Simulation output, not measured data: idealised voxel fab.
Process module in this document: voxel self aligned vias
The figure presents cross-section cut, which has a width of 220 nm and is divided into square cells with an edge length of 5 nm.
Format of a cross-section: grid, square cells. Given as bands. Order: top down. Band: one or more rows of cells.
Per band: top height and bottom height in nm, followed by the left-to-right materials and their widths in nm; "throughout" marks a single material spanning edge to edge, "blank" marks empty space.
Counting heights begins at 0, where everything beneath is, in the wafer as received, one material. The lowest band has no bottom; it goes on downwards, as "0 and below" shows.
The notation "30..40" denotes a width that varies across the rows of cells in the band, beginning at the first number in the top row, finishing at the second number in the bottom row, and changing by an identical amount from each row to the next.
For the purposes of this document, the phrase "remains unaltered" attached to a step denotes that no cell within the cross-section was modified by that step.
If an empty space has no open way to the top and is at least 8 cells in size, "Cavities, closed" lists it, written width x height at distance, where distance is measured from the left edge and every value is in nm.
Read whatever lies past the settings on a step's line as the simulator's own remark about the step.
The line of a step may include "overlay nm". On a step with a mask, this value is how far to the right of its planned place the mask lay. A negative value means the mask lay to the left.
Steps in the process plan
1 RECEIVE (material Si)
2 CONFORMAL_DEP (material SiO2; thk nm 15)
3 CONFORMAL_DEP (material SiCN; thk nm 5)
4 DIRECTIONAL_DEP (material SiO2; thk nm 25)
5 DIRECTIONAL_DEP (material aC; thk nm 10)
6 PATTERN (tone open; mask id LINES; material resist; width nm 30; pitch nm 70; thk nm 25; overlay nm 0)
7 DIRECTIONAL_ETCH (etch materials aC; depth nm 10)
8 STRIP (etch materials resist)
9 DIRECTIONAL_ETCH (etch materials SiO2; depth nm 25)
10 STRIP (etch materials aC)
11 CONFORMAL_DEP (material TiN; thk nm 5)
12 FILL_DEP (material Ru; thk nm 10)
13 CMP (height nm 45)
14 SELECTIVE_ETCH (etch materials W Ru TiN; depth nm 10)
15 FILL_DEP (material SiN; thk nm 10)
16 CMP (height nm 45)
17 DIRECTIONAL_DEP (material SiO2; thk nm 15)
18 MASKED_ETCH (tone open; mask id VIAS; width nm 50; pitch nm 70; etch materials SiO2; depth nm 15; overlay nm 0)
19 MASKED_ETCH (tone open; mask id VIAS; width nm 50; pitch nm 70; etch materials SiN; depth nm 10; overlay nm 0)
20 CONFORMAL_DEP (material TiN; thk nm 5)
21 FILL_DEP (material Cu; thk nm 5)
22 CMP (height nm 60)
23 CONFORMAL_DEP (material SiCN; thk nm 5)
Delivered wafer in cross-section: state after step 1
- 0 and below: Si throughout
- Cavities, closed: none
First of two wafers at the end of the module, shown in cross-section; run carried out as planned
- 65 down to 60: SiCN throughout
- 60 down to 50: SiO2: 50, then TiN: 5, then Cu: 40, then TiN: 5, then SiO2: 20, then TiN: 5, then Cu: 40, then TiN: 5, then SiO2: 50
- 50 down to 40: SiO2: 50..60, then TiN: 15..5, then Cu: 20, then TiN: 15..5, then SiO2: 20..40, then TiN: 15..5, then Cu: 20, then TiN: 15..5, then SiO2: 50..60
- 40 down to 35: SiO2: 60, then TiN: 30, then SiO2: 40, then TiN: 30, then SiO2: 60
- 35 down to 25: SiO2: 60, then TiN: 5, then Ru: 20, then TiN: 5, then SiO2: 40, then TiN: 5, then Ru: 20, then TiN: 5, then SiO2: 60
- 25 down to 20: SiO2: 60, then TiN: 30, then SiO2: 40, then TiN: 30, then SiO2: 60
- 20 down to 15: SiCN throughout
- 15 down to 0: SiO2 throughout
- 0 and below: Si throughout
- Cavities, closed: none
This is the second of the two wafers, cross-sectioned at the end of the module; it started exactly like the first and was given the same plan, but it was run with one mistake
- 65 down to 60: SiCN throughout
- 60 down to 50: SiO2: 50, then TiN: 5, then Cu: 40, then TiN: 5, then SiO2: 20, then TiN: 5, then Cu: 40, then TiN: 5, then SiO2: 50
- 50 down to 40: SiO2: 50..60, then TiN: 15..5, then Cu: 20, then TiN: 15..5, then SiO2: 20..40, then TiN: 15..5, then Cu: 20, then TiN: 15..5, then SiO2: 50..60
- 40 down to 35: SiO2: 60, then TiN: 30, then SiO2: 40, then TiN: 30, then SiO2: 60
- 35 down to 25: SiO2: 60, then TiN: 5, then Ru: 20, then TiN: 5, then SiO2: 40, then TiN: 5, then Ru: 20, then TiN: 5, then SiO2: 60
- 25 down to 20: SiO2: 60, then TiN: 30, then SiO2: 40, then TiN: 30, then SiO2: 60
- 20 down to 0: SiCN throughout
- 0 and below: Si throughout
- Cavities, closed: none
The plan and the run diverged here: step 2 ran as: CONFORMAL_DEP (material SiCN; thk nm 15)
Final tally in cells, some materials are higher or lower on the second wafer than on the first: SiCN: 132 more, SiO2: 132 fewer
